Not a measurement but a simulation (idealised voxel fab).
Module name: voxel transistor to metal (process module)
Cross-sectional view cut (width: 300 nm; square cell size: 5 nm).
Cross-section format: a grid of square cells, given as bands from top to bottom; each band is one or more rows of cells.
Basically the band line says how high the top is and how high the bottom is, in nm, and then what's in it from left to right, every material with its width in nm. Empty space shows up as "empty", and if a single material carries "throughout" it runs the full band edge to edge.
Where do heights start? At 0: under that level the wafer as delivered is made of one material only. And the lowest band has no floor; it just carries on downward, as in "from 0 down".
The notation "30..40" denotes a width that varies across the rows of cells in the band, beginning at the first number in the top row, finishing at the second number in the bottom row, and changing by an identical amount from each row to the next.
"no change" (step): cross-section cells unchanged, all of them.
Closed-off voids of 8+ cells (no open route to the top) go in "Completely sealed voids", written width x height at distance from the left edge, in nm.
If you see something after the settings on a step's line, that's the simulator's own remark about that step.
Regarding "overlay nm": on a step with a mask, it is the distance the mask lay to the right of its planned place; a negative value places it to the left.

The steps planned for the process are as follows:
| 1 | RECEIVE | material Si |
| 2 | CONFORMAL_DEP | material SiO2 | thk nm 5 |
| 3 | CONFORMAL_DEP | material SiN | thk nm 10 |
| 4 | PATTERN | tone cover | mask id ACTIVE | material resist | width nm 100 | pitch nm 125 | thk nm 20 | overlay nm 0 |
| 5 | DIRECTIONAL_ETCH | etch materials SiN | depth nm 10 |
| 6 | DIRECTIONAL_ETCH | etch materials SiO2 | depth nm 5 |
| 7 | DIRECTIONAL_ETCH | etch materials Si | depth nm 20 |
| 8 | STRIP | etch materials resist |
| 9 | FILL_DEP | material SiO2 | thk nm 5 |
| 10 | CMP | height nm 15 |
| 11 | SELECTIVE_ETCH | etch materials SiO2 | depth nm 5 |
| 12 | STRIP | etch materials SiN |
| 13 | SELECTIVE_ETCH | etch materials SiO2 | depth nm 5 |
| 14 | OXIDIZE | depth nm 5 |
| 15 | DIRECTIONAL_DEP | material polySi | thk nm 25 |
| 16 | DIRECTIONAL_DEP | material SiCN | thk nm 10 |
| 17 | PATTERN | tone cover | mask id GATE | material resist | width nm 20 | pitch nm 125 | thk nm 20 | overlay nm 0 |
| 18 | DIRECTIONAL_ETCH | etch materials SiCN | depth nm 20 |
| 19 | DIRECTIONAL_ETCH | etch materials polySi | depth nm 35 |
| 20 | STRIP | etch materials resist |
| 21 | CONFORMAL_DEP | material SiN | thk nm 10 |
| 22 | DIRECTIONAL_ETCH | etch materials SiN | depth nm 10 |
| 23 | DIRECTIONAL_ETCH | etch materials SiO2 | depth nm 5 |
| 24 | EPI | material nSi | thk nm 5 |
| 25 | FILL_DEP | material SiO2 | thk nm 5 |
| 26 | CMP | height nm 35 |
| 27 | DIRECTIONAL_DEP | material SiO2 | thk nm 10 |
| 28 | PATTERN | tone open | mask id CONTACT | material resist | width nm 25 | thk nm 20 | overlay nm 0 |
| 29 | DIRECTIONAL_ETCH | etch materials SiO2 | depth nm 45 |
| 30 | STRIP | etch materials resist |
| 31 | CONFORMAL_DEP | material TiN | thk nm 5 |
| 32 | FILL_DEP | material W | thk nm 5 |
| 33 | CMP | height nm 45 |
| 34 | DIRECTIONAL_DEP | material TiN | thk nm 5 |
| 35 | DIRECTIONAL_DEP | material Ru | thk nm 25 |
| 36 | MASKED_ETCH | tone cover | mask id METAL_1 | width nm 15 | etch materials Ru | depth nm 25 | overlay nm 0 |
| 37 | MASKED_ETCH | tone cover | mask id METAL_1 | width nm 15 | etch materials TiN | depth nm 5 | overlay nm 0 |
| 38 | FILL_DEP | material SiO2 | thk nm 5 |
| 39 | CMP | height nm 75 |
| 40 | CONFORMAL_DEP | material SiN | thk nm 5 |

Incoming wafer, cross-sectional view, post step 1:
  from 0 down: Si throughout
  Completely sealed voids: none

Here's the wafer cut in cross-section after the module, started and planned just like above, except one thing was done wrong in the run:
  from 80 to 75: SiN throughout
  from 75 to 50: SiO2 45 nm  Ru 15 nm  SiO2 50 nm  Ru 15 nm  SiO2 45 nm  Ru 15 nm  SiO2 50 nm  Ru 15 nm  SiO2 50 nm
  from 50 to 45: SiO2 45 nm  TiN 15 nm  SiO2 50 nm  TiN 15 nm  SiO2 45 nm  TiN 15 nm  SiO2 50 nm  TiN 15 nm  SiO2 50 nm
  from 45 to 35: SiO2 45 nm  TiN 5 nm  W 15..10 nm  TiN 5..10 nm  SiO2 30 nm  TiN 5..10 nm  W 15..10 nm  TiN 5 nm  SiO2 45 nm  TiN 5 nm  W 15..10 nm  TiN 5..10 nm  SiO2 30 nm  TiN 5..10 nm  W 15..10 nm  TiN 5 nm  SiO2 50 nm
  from 35 to 25: SiO2 45 nm  TiN 5 nm  W 10 nm  TiN 5 nm  SiN 10 nm  SiCN 20 nm  SiN 10 nm  TiN 5 nm  W 10 nm  TiN 5 nm  SiO2 45 nm  TiN 5 nm  W 10 nm  TiN 5 nm  SiN 10 nm  SiCN 20 nm  SiN 10 nm  TiN 5 nm  W 10 nm  TiN 5 nm  SiO2 50 nm
  from 25 to 5: SiO2 45 nm  TiN 5 nm  W 10 nm  TiN 5 nm  SiN 10 nm  polySi 20 nm  SiN 10 nm  TiN 5 nm  W 10 nm  TiN 5 nm  SiO2 45 nm  TiN 5 nm  W 10 nm  TiN 5 nm  SiN 10 nm  polySi 20 nm  SiN 10 nm  TiN 5 nm  W 10 nm  TiN 5 nm  SiO2 50 nm
  from 5 to 0: SiO2 25 nm  SiN 10 nm  SiO2 10 nm  TiN 20 nm  SiN 10 nm  polySi 20 nm  SiN 10 nm  TiN 20 nm  SiO2 10 nm  SiN 10 nm  SiO2 5 nm  SiN 10 nm  SiO2 10 nm  TiN 20 nm  SiN 10 nm  polySi 20 nm  SiN 10 nm  TiN 20 nm  SiO2 10 nm  SiN 10 nm  SiO2 30 nm
  from 0 to -5: SiO2 25 nm  SiN 10 nm  nSi 30 nm  SiO2 40 nm  nSi 30 nm  SiN 10 nm  SiO2 5 nm  SiN 10 nm  nSi 30 nm  SiO2 40 nm  nSi 30 nm  SiN 10 nm  SiO2 30 nm
  from -5 to -10: SiO2 40 nm  Si 90 nm  SiO2 35 nm  Si 90 nm  SiO2 45 nm
  from -10 to -20: SiO2 35 nm  Si 100 nm  SiO2 25 nm  Si 100 nm  SiO2 40 nm
  from -20 down: Si throughout
  Completely sealed voids: none
Deviation noted in wafer processing: contrary to the plan, steps 11 and 12 were processed in exchanged order
